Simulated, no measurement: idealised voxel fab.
process module | voxel transistor to metal
cross-section cut | 285 nm wide | cells 5 nm
A cross-section is a grid of square cells, given in bands from the top down. A band is one or more rows of cells.
Each band's line starts with the height of the band's top and of its bottom, in nm. Then come its materials from left to right, each with its width in nm. One material with "throughout" fills the band from edge to edge. "air" is empty space.
Height 0 is the level under which the wafer as received is all one material. The lowest band goes on downwards, as in "0 down".
A width such as "30 to 40" changes by the same amount from each row of cells to the next, from the band's top row to its bottom row.
"no change" after a step means that no cell of the cross-section changed.
closed voids: empty space of 8 cells or more with no open way to the top, each as width x height at its distance from the left edge, in nm
after a step's settings: what the simulator itself notes on the step
overlay nm, on a step with a mask: how far to the right of its planned place the mask lay; to the left if negative
plan
1 op RECEIVE | material Si
2 op CONFORMAL_DEP | material SiO2 | thk nm 5
3 op CONFORMAL_DEP | material SiN | thk nm 10
4 op DIRECTIONAL_DEP | material aC | thk nm 10
5 op PATTERN | tone cover | mask id ACTIVE | material resist | width nm 100 | pitch nm 130 | thk nm 25 | overlay nm 0
6 op DIRECTIONAL_ETCH | etch materials aC | depth nm 10
7 op STRIP | etch materials resist
8 op DIRECTIONAL_ETCH | etch materials SiN | depth nm 10
9 op DIRECTIONAL_ETCH | etch materials SiO2 | depth nm 5
10 op DIRECTIONAL_ETCH | etch materials Si | depth nm 35
11 op STRIP | etch materials aC
12 op FILL_DEP | material SiO2 | thk nm 15
13 op CMP | height nm 15
14 op SELECTIVE_ETCH | etch materials SiO2 | depth nm 10
15 op STRIP | etch materials SiN
16 op SELECTIVE_ETCH | etch materials SiO2 | depth nm 5
17 op OXIDIZE | depth nm 5
18 op DIRECTIONAL_DEP | material polySi | thk nm 20
19 op DIRECTIONAL_DEP | material SiCN | thk nm 15
20 op DIRECTIONAL_DEP | material aC | thk nm 10
21 op PATTERN | tone cover | mask id GATE | material resist | width nm 20 | pitch nm 130 | thk nm 25 | overlay nm 0
22 op DIRECTIONAL_ETCH | etch materials aC | depth nm 10
23 op STRIP | etch materials resist
24 op DIRECTIONAL_ETCH | etch materials SiCN | depth nm 25
25 op DIRECTIONAL_ETCH | etch materials polySi | depth nm 30
26 op STRIP | etch materials aC
27 op CONFORMAL_DEP | material SiO2 | thk nm 5
28 op DIRECTIONAL_ETCH | etch materials SiO2 | depth nm 5
29 op CONFORMAL_DEP | material SiN | thk nm 10
30 op DIRECTIONAL_ETCH | etch materials SiN | depth nm 10
31 op DIRECTIONAL_ETCH | etch materials SiO2 | depth nm 5
32 op DIRECTIONAL_ETCH | etch materials Si | depth nm 15
33 op EPI | material nSi | thk nm 20
34 op FILL_DEP | material SiO2 | thk nm 10
35 op CMP | height nm 35
36 op DIRECTIONAL_DEP | material SiO2 | thk nm 15
37 op PATTERN | tone open | mask id CONTACT | material resist | width nm 15 | thk nm 20 | overlay nm 0
38 op DIRECTIONAL_ETCH | etch materials SiO2 | depth nm 35
39 op STRIP | etch materials resist
40 op CONFORMAL_DEP | material TiN | thk nm 5
41 op FILL_DEP | material Ru | thk nm 5
42 op CMP | height nm 50
43 op DIRECTIONAL_DEP | material TiN | thk nm 5
44 op DIRECTIONAL_DEP | material Ru | thk nm 25
45 op MASKED_ETCH | tone cover | mask id METAL_1 | width nm 15 | etch materials Ru | depth nm 25 | overlay nm 0
46 op MASKED_ETCH | tone cover | mask id METAL_1 | width nm 15 | etch materials TiN | depth nm 5 | overlay nm 0
47 op CONFORMAL_DEP | material SiN | thk nm 5
48 op FILL_DEP | material lowk | thk nm 10
49 op CMP | height nm 80
50 op CONFORMAL_DEP | material SiCN | thk nm 5
as received, after step 1
  0 down: Si throughout
  closed voids: none
a wafer at the end: this start, this plan, one mistake
  85 to 80: SiCN throughout
  80 to 55: lowk 25 | SiN 5 | Ru 15 | SiN 5 | lowk 50 | SiN 5 | Ru 15 | SiN 5 | lowk 30 | SiN 5 | Ru 15 | SiN 5 | lowk 50 | SiN 5 | Ru 15 | SiN 5 | lowk 30
  55 to 50: SiN 30 | TiN 15 | SiN 60 | TiN 15 | SiN 40 | TiN 15 | SiN 60 | TiN 15 | SiN 35
  50 to 40: SiO2 40 | TiN 5 | Ru 5 | TiN 5 | SiO2 60 | TiN 5 | Ru 5 | TiN 5 | SiO2 40 | TiN 5 | Ru 5 | TiN 5 | SiO2 60 | TiN 5 | Ru 5 | TiN 5 | SiO2 25
  40 to 35: SiO2 40 | TiN 15 | SiO2 60 | TiN 5 | Ru 5 | TiN 5 | SiO2 40 | TiN 15 | SiO2 60 | TiN 5 | Ru 5 | TiN 5 | SiO2 25
  35 to 20: SiO2 40 | TiN 10 | SiN 10 | SiO2 5 | SiCN 20 | SiO2 5 | SiN 10 | SiO2 15 | TiN 5 | Ru 5 | TiN 5 | SiO2 40 | TiN 10 | SiN 10 | SiO2 5 | SiCN 20 | SiO2 5 | SiN 10 | SiO2 15 | TiN 5 | Ru 5 | TiN 5 | SiO2 25
  20 to 15: SiO2 40 | TiN 10 | SiN 10 | SiO2 5 | polySi 20 | SiO2 5 | SiN 10 | SiO2 15 | TiN 15 | SiO2 40 | TiN 10 | SiN 10 | SiO2 5 | polySi 20 | SiO2 5 | SiN 10 | SiO2 15 | TiN 15 | SiO2 25
  15 to 0: SiO2 30 | nSi 20 | SiN 10 | SiO2 5 | polySi 20 | SiO2 5 | SiN 10 | nSi 20 | SiO2 40 | nSi 20 | SiN 10 | SiO2 5 | polySi 20 | SiO2 5 | SiN 10 | nSi 20 | SiO2 35
  0 to -5: SiO2 20 | nSi 30 | SiO2 50 | nSi 30 | SiO2 20 | nSi 30 | SiO2 50 | nSi 30 | SiO2 25
  -5 to -20: SiO2 25 | nSi 25 | Si 50 | nSi 25 | SiO2 30 | nSi 25 | Si 50 | nSi 25 | SiO2 30
  -20 to -35: SiO2 25 | Si 100 | SiO2 30 | Si 100 | SiO2 30
  -35 down: Si throughout
  closed voids: none
what went wrong: step 37 ran as: op PATTERN | tone open | mask id CONTACT | material resist | width nm 15 | thk nm 20 | overlay nm 10
